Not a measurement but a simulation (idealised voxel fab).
process module | voxel tone inversion
cross-section cut | 255 nm wide | cells 5 nm
A cross-section is a grid of square cells, given in bands from the top down. A band is one or more rows of cells.
Each band's line starts with the height of the band's top and of its bottom, in nm. Then come its materials from left to right, each with its width in nm. One material with "throughout" fills the band from edge to edge. "air" is empty space.
Height 0 is the level under which the wafer as received is all one material. The lowest band goes on downwards, as in "0 down".
A width such as "30 to 40" changes by the same amount from each row of cells to the next, from the band's top row to its bottom row.
"no change" after a step means that no cell of the cross-section changed.
closed voids: empty space of 8 cells or more with no open way to the top, each as width x height at its distance from the left edge, in nm
after a step's settings: what the simulator itself notes on the step
overlay nm, on a step with a mask: how far to the right of its planned place the mask lay; to the left if negative
plan
1 op RECEIVE | material Si
2 op CONFORMAL_DEP | material SiN | thk nm 5
3 op DIRECTIONAL_DEP | material polySi | thk nm 15
4 op PATTERN | tone cover | mask id POSTS | material resist | width nm 25 | pitch nm 40 | thk nm 25 | overlay nm 0
5 op DIRECTIONAL_ETCH | etch materials polySi | depth nm 15
6 op STRIP | etch materials resist
7 op FILL_DEP | material lowk | thk nm 5
8 op CMP | height nm 20
9 op STRIP | etch materials polySi
10 op CONFORMAL_DEP | material TiN | thk nm 5
11 op FILL_DEP | material Cu | thk nm 10
12 op CMP | height nm 20
13 op CONFORMAL_DEP | material SiN | thk nm 5
first wafer, as planned
as received, after step 1
  0 down: Si throughout
  closed voids: none
after step 2
  5 to 0: SiN throughout
  below 0: unchanged
after step 3
  20 to 5: polySi throughout
  below 5: unchanged
after step 4
  45 to 20: air 95 | resist 25 | air 15 | resist 25 | air 95
  below 20: unchanged
after step 5
  45 to 20: air 95 | resist 25 | air 15 | resist 25 | air 95
  20 to 5: air 95 | polySi 25 | air 15 | polySi 25 | air 95
  below 5: unchanged
after step 6
  20 to 5: air 95 | polySi 25 | air 15 | polySi 25 | air 95
  below 5: unchanged
after step 7
  25 to 20: lowk throughout
  20 to 5: lowk 95 | polySi 25 | lowk 15 | polySi 25 | lowk 95
  below 5: unchanged
after step 8
  20 to 5: lowk 95 | polySi 25 | lowk 15 | polySi 25 | lowk 95
  below 5: unchanged
after step 9
  20 to 5: lowk 95 | air 25 | lowk 15 | air 25 | lowk 95
  below 5: unchanged
after step 10
  25 to 20: TiN 100 | air 15 | TiN 25 | air 15 | TiN 100
  20 to 10: lowk 95 | TiN 5 | air 15 | TiN 5 | lowk 15 | TiN 5 | air 15 | TiN 5 | lowk 95
  10 to 5: lowk 95 | TiN 25 | lowk 15 | TiN 25 | lowk 95
  below 5: unchanged
after step 11
  35 to 25: Cu throughout
  25 to 20: TiN 100 | Cu 15 | TiN 25 | Cu 15 | TiN 100
  20 to 10: lowk 95 | TiN 5 | Cu 15 | TiN 5 | lowk 15 | TiN 5 | Cu 15 | TiN 5 | lowk 95
  below 10: unchanged
after step 12
  20 to 10: lowk 95 | TiN 5 | Cu 15 | TiN 5 | lowk 15 | TiN 5 | Cu 15 | TiN 5 | lowk 95
  below 10: unchanged
after step 13
  25 to 20: SiN throughout
  below 20: unchanged
second wafer: like start, like plan, one mistake. Through step 7 it matches the first wafer
when step 8 should have ended
  20 to 5: lowk 95 | polySi 25 | lowk 15 | polySi 25 | lowk 95
  below 5: unchanged
when step 9 should have ended
  20 to 5: lowk 95 | air 25 | lowk 15 | air 25 | lowk 95
  below 5: unchanged
when step 10 should have ended
  25 to 20: TiN 100 | air 15 | TiN 25 | air 15 | TiN 100
  20 to 10: lowk 95 | TiN 5 | air 15 | TiN 5 | lowk 15 | TiN 5 | air 15 | TiN 5 | lowk 95
  10 to 5: lowk 95 | TiN 25 | lowk 15 | TiN 25 | lowk 95
  below 5: unchanged
when step 11 should have ended
  35 to 25: Cu throughout
  25 to 20: TiN 100 | Cu 15 | TiN 25 | Cu 15 | TiN 100
  20 to 10: lowk 95 | TiN 5 | Cu 15 | TiN 5 | lowk 15 | TiN 5 | Cu 15 | TiN 5 | lowk 95
  below 10: unchanged
when step 12 should have ended
  20 to 10: lowk 95 | TiN 5 | Cu 15 | TiN 5 | lowk 15 | TiN 5 | Cu 15 | TiN 5 | lowk 95
  below 10: unchanged
when step 13 should have ended
  25 to 20: SiN throughout
  below 20: unchanged
what went wrong: step 8 was run twice
at the end the two cross-sections are the same: no effect in what this model computes
